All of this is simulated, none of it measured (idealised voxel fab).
process module | voxel ribs on slabs
cross-section cut | 190 nm wide | cells 5 nm
A cross-section is a grid of square cells, given in bands from the top down. A band is one or more rows of cells.
Each band's line starts with the height of the band's top and of its bottom, in nm. Then come its materials from left to right, each with its width in nm. One material with "throughout" fills the band from edge to edge. "air" is empty space.
Height 0 is the level under which the wafer as received is all one material. The lowest band goes on downwards, as in "0 down".
A width such as "30 to 40" changes by the same amount from each row of cells to the next, from the band's top row to its bottom row.
"no change" after a step means that no cell of the cross-section changed.
closed voids: empty space of 8 cells or more with no open way to the top, each as width x height at its distance from the left edge, in nm
after a step's settings: what the simulator itself notes on the step
overlay nm, on a step with a mask: how far to the right of its planned place the mask lay; to the left if negative
plan
1 op RECEIVE | material Si
2 op DIRECTIONAL_DEP | material SiO2 | thk nm 30
3 op DIRECTIONAL_DEP | material SiN | thk nm 25
4 op MASKED_ETCH | tone cover | mask id RIB | width nm 20 | etch materials SiN | depth nm 20 | overlay nm 0
5 op PATTERN | tone cover | mask id SLAB | material resist | width nm 60 | thk nm 20 | overlay nm 0
6 op DIRECTIONAL_ETCH | etch materials SiN | depth nm 5
7 op STRIP | etch materials resist
8 op FILL_DEP | material SiO2 | thk nm 15
9 op CMP | height nm 65
10 op DIRECTIONAL_DEP | material TiN | thk nm 5
11 op DIRECTIONAL_DEP | material aC | thk nm 10
12 op PATTERN | tone cover | mask id HEATER | material resist | width nm 30 | thk nm 25 | overlay nm 0
13 op DIRECTIONAL_ETCH | etch materials aC | depth nm 10
14 op STRIP | etch materials resist
15 op DIRECTIONAL_ETCH | etch materials TiN | depth nm 5
16 op STRIP | etch materials aC
17 op CONFORMAL_DEP | material SiO2 | thk nm 5
as received, after step 1
  0 down: Si throughout
  closed voids: none
first wafer at the end, as planned
  75 to 70: air 75 | SiO2 40 | air 75
  70 to 65: SiO2 80 | TiN 30 | SiO2 80
  65 to 55: SiO2 throughout
  55 to 35: SiO2 85 | SiN 20 | SiO2 85
  35 to 30: SiO2 65 | SiN 60 | SiO2 65
  30 to 0: SiO2 throughout
  0 down: Si throughout
  closed voids: none
second wafer at the end: like start, like plan, one mistake
  75 to 70: air 75 | aC 40 | air 75
  70 to 65: aC 80 | TiN 30 | aC 80
  65 to 55: SiO2 throughout
  55 to 35: SiO2 85 | SiN 20 | SiO2 85
  35 to 30: SiO2 65 | SiN 60 | SiO2 65
  30 to 0: SiO2 throughout
  0 down: Si throughout
  closed voids: none
what went wrong: step 17 ran as: op CONFORMAL_DEP | material aC | thk nm 5
at the end the second wafer has, in cells: 40 fewer of SiO2 | 40 more of aC
